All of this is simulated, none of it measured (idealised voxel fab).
The document below concerns the process module designated voxel trench capacitor.
cross-section cut | 200 nm wide | cells 5 nm
We lay out every cross-section as a grid of square cells and spell it out in bands from the top down, where one band means one or more rows of cells.
For a band, the entry starts with two heights in nm, that of the top and then that of the bottom, and carries on with the band's materials in order from left to right, each alongside its width in nm; the word "edge to edge" beside a single material means it fills the band edge to edge, and "empty" means empty space.
Ref level 0: as-received wafer is one material below here. Bottom band extends down with no lower bound ("0..down").
With a width like "30->40", each row of cells in the band differs from the next by the same amount, the top row carrying the first number and the bottom row the second.
"all unchanged" after a step means that no cell of the cross-section changed.
"Voids lacking openings" means: voids of 8 cells or more that are shut off from the top with no open way through. Written width x height at distance, distance from the left edge, in nm.
Where a step's line continues beyond its settings, the continuation is a remark by the simulator itself on that step.
"overlay nm" answers the question of how far to the right of plan the mask lay on a step that has a mask, and when it is negative the answer is to the left.
So here's the lineup of process steps we planned
- 1: RECEIVE | material Si
- 2: CONFORMAL_DEP | material SiN | thk nm 5
- 3: DIRECTIONAL_DEP | material aC | thk nm 10
- 4: PATTERN | tone open | mask id TRENCH | material resist | width nm 25 | pitch nm 55 | thk nm 30 | overlay nm -15
- 5: DIRECTIONAL_ETCH | etch materials aC | depth nm 10
- 6: STRIP | etch materials resist
- 7: DIRECTIONAL_ETCH | etch materials SiN | depth nm 5
- 8: DIRECTIONAL_ETCH | etch materials Si | depth nm 35
- 9: STRIP | etch materials aC
- 10: CONFORMAL_DEP | material Al2O3 | thk nm 5
- 11: FILL_DEP | material polySi | thk nm 5
- 12: CMP | height nm 5
Variable across wafers: step 4 overlay nm (plan value is that of the first wafer; starting state common to all).
Cross-section of the first of several wafers as received (after step 1)
    0..down = Si edge to edge
    Voids lacking openings: none
First of several wafers: cross-section at the end of the module, after step 12, its last step
    5..0 = 45 nm SiN; 5 nm Al2O3; 15 nm polySi; 5 nm Al2O3; 30 nm SiN; 5 nm Al2O3; 15 nm polySi; 5 nm Al2O3; 75 nm SiN
    0..-30 = 45 nm Si; 5 nm Al2O3; 15 nm polySi; 5 nm Al2O3; 30 nm Si; 5 nm Al2O3; 15 nm polySi; 5 nm Al2O3; 75 nm Si
    -30..-35 = 45 nm Si; 25 nm Al2O3; 30 nm Si; 25 nm Al2O3; 75 nm Si
    -35..down = Si edge to edge
    Voids lacking openings: none
End of module, last wafer sectioned
    5..0 = 75 nm SiN; 5 nm Al2O3; 15 nm polySi; 5 nm Al2O3; 30 nm SiN; 5 nm Al2O3; 15 nm polySi; 5 nm Al2O3; 45 nm SiN
    0..-30 = 75 nm Si; 5 nm Al2O3; 15 nm polySi; 5 nm Al2O3; 30 nm Si; 5 nm Al2O3; 15 nm polySi; 5 nm Al2O3; 45 nm Si
    -30..-35 = 75 nm Si; 25 nm Al2O3; 30 nm Si; 25 nm Al2O3; 45 nm Si
    -35..down = Si edge to edge
    Voids lacking openings: none
Basically each wafer gets a line in the table, showing it at the end of the module: material by material, the cells it gained (+) or lost (-) since we got it, then its closed voids
overlay nm -15 | +38 Al2O3 | -70 Si | +30 SiN | +42 polySi | Voids lacking openings: none
overlay nm -10 | +38 Al2O3 | -70 Si | +30 SiN | +42 polySi | Voids lacking openings: none
overlay nm -5 | +38 Al2O3 | -70 Si | +30 SiN | +42 polySi | Voids lacking openings: none
overlay nm 0 | +38 Al2O3 | -70 Si | +30 SiN | +42 polySi | Voids lacking openings: none
overlay nm 5 | +38 Al2O3 | -70 Si | +30 SiN | +42 polySi | Voids lacking openings: none
overlay nm 10 | +38 Al2O3 | -70 Si | +30 SiN | +42 polySi | Voids lacking openings: none
overlay nm 15 | +38 Al2O3 | -70 Si | +30 SiN | +42 polySi | Voids lacking openings: none
